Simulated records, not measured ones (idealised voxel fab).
process module | voxel transistor to metal
cross-section cut | 210 nm wide | cells 5 nm
A cross-section is a grid of square cells, given in bands from the top down. A band is one or more rows of cells.
Each band's line starts with the height of the band's top and of its bottom, in nm. Then come its materials from left to right, each with its width in nm. One material with "throughout" fills the band from edge to edge. "air" is empty space.
Height 0 is the level under which the wafer as received is all one material. The lowest band goes on downwards, as in "0 down".
A width such as "30 to 40" changes by the same amount from each row of cells to the next, from the band's top row to its bottom row.
"no change" after a step means that no cell of the cross-section changed.
closed voids: empty space of 8 cells or more with no open way to the top, each as width x height at its distance from the left edge, in nm
after a step's settings: what the simulator itself notes on the step
overlay nm, on a step with a mask: how far to the right of its planned place the mask lay; to the left if negative
plan
1 op RECEIVE | material Si
2 op CONFORMAL_DEP | material SiO2 | thk nm 5
3 op CONFORMAL_DEP | material SiN | thk nm 10
4 op DIRECTIONAL_DEP | material aC | thk nm 15
5 op PATTERN | tone cover | mask id ACTIVE | material resist | width nm 105 | thk nm 30 | overlay nm 0
6 op DIRECTIONAL_ETCH | etch materials aC | depth nm 15
7 op STRIP | etch materials resist
8 op DIRECTIONAL_ETCH | etch materials SiN | depth nm 10
9 op DIRECTIONAL_ETCH | etch materials SiO2 | depth nm 5
10 op DIRECTIONAL_ETCH | etch materials Si | depth nm 35
11 op STRIP | etch materials aC
12 op OXIDIZE | depth nm 5
13 op FILL_DEP | material SiO2 | thk nm 5
14 op CMP | height nm 15
15 op SELECTIVE_ETCH | etch materials SiO2 | depth nm 10
16 op STRIP | etch materials SiN
17 op SELECTIVE_ETCH | etch materials SiO2 | depth nm 5
18 op OXIDIZE | depth nm 5
19 op DIRECTIONAL_DEP | material polySi | thk nm 30
20 op DIRECTIONAL_DEP | material SiCN | thk nm 15
21 op PATTERN | tone cover | mask id GATE | material resist | width nm 25 | thk nm 20 | overlay nm 0
22 op DIRECTIONAL_ETCH | etch materials SiCN | depth nm 25
23 op DIRECTIONAL_ETCH | etch materials polySi | depth nm 40
24 op STRIP | etch materials resist
25 op CONFORMAL_DEP | material SiN | thk nm 5
26 op DIRECTIONAL_ETCH | etch materials SiN | depth nm 5
27 op DIRECTIONAL_ETCH | etch materials SiO2 | depth nm 5
28 op EPI | material pSi | thk nm 5
29 op FILL_DEP | material SiO2 | thk nm 5
30 op CMP | height nm 30
31 op STRIP | etch materials polySi
32 op SELECTIVE_ETCH | etch materials SiO2 | depth nm 5
33 op CONFORMAL_DEP | material HfO2 | thk nm 5
34 op CONFORMAL_DEP | material TiN | thk nm 5
35 op FILL_DEP | material W | thk nm 10
36 op CMP | height nm 25
37 op DIRECTIONAL_DEP | material SiO2 | thk nm 15
38 op MASKED_ETCH | tone open | mask id CONTACT | width nm 15 | pitch nm 70 | etch materials SiO2 | depth nm 40 | overlay nm 0
39 op CONFORMAL_DEP | material TiN | thk nm 5
40 op FILL_DEP | material W | thk nm 10
41 op CMP | height nm 40
42 op DIRECTIONAL_DEP | material TiN | thk nm 5
43 op DIRECTIONAL_DEP | material Ru | thk nm 20
44 op MASKED_ETCH | tone cover | mask id METAL_1 | width nm 15 | pitch nm 70 | etch materials Ru | depth nm 20 | overlay nm 0
45 op MASKED_ETCH | tone cover | mask id METAL_1 | width nm 15 | pitch nm 70 | etch materials TiN | depth nm 5 | overlay nm 0
46 op FILL_DEP | material lowk | thk nm 5
47 op CMP | height nm 65
48 op CONFORMAL_DEP | material SiCN | thk nm 5
varied across the wafers: thk nm of step 34. The plan shows the first wafer's value. All wafers start alike
first wafer as received, after step 1
  0 down: Si throughout
  closed voids: none
each wafer at the end: cells of each material gained (+) or lost (-) since it was received, then its closed voids
thk nm 5 | +17 HfO2 | +24 Ru | -203 Si | +42 SiCN | +10 SiN | +435 SiO2 | +51 TiN | +18 W | +180 lowk | +14 pSi | closed voids: none
thk nm 10 | +17 HfO2 | +24 Ru | -203 Si | +42 SiCN | +10 SiN | +435 SiO2 | +55 TiN | +14 W | +180 lowk | +14 pSi | closed voids: none
thk nm 15 | +17 HfO2 | +24 Ru | -203 Si | +42 SiCN | +10 SiN | +435 SiO2 | +55 TiN | +14 W | +180 lowk | +14 pSi | closed voids: none
thk nm 20 | +17 HfO2 | +24 Ru | -203 Si | +42 SiCN | +10 SiN | +435 SiO2 | +55 TiN | +14 W | +180 lowk | +14 pSi | closed voids: none
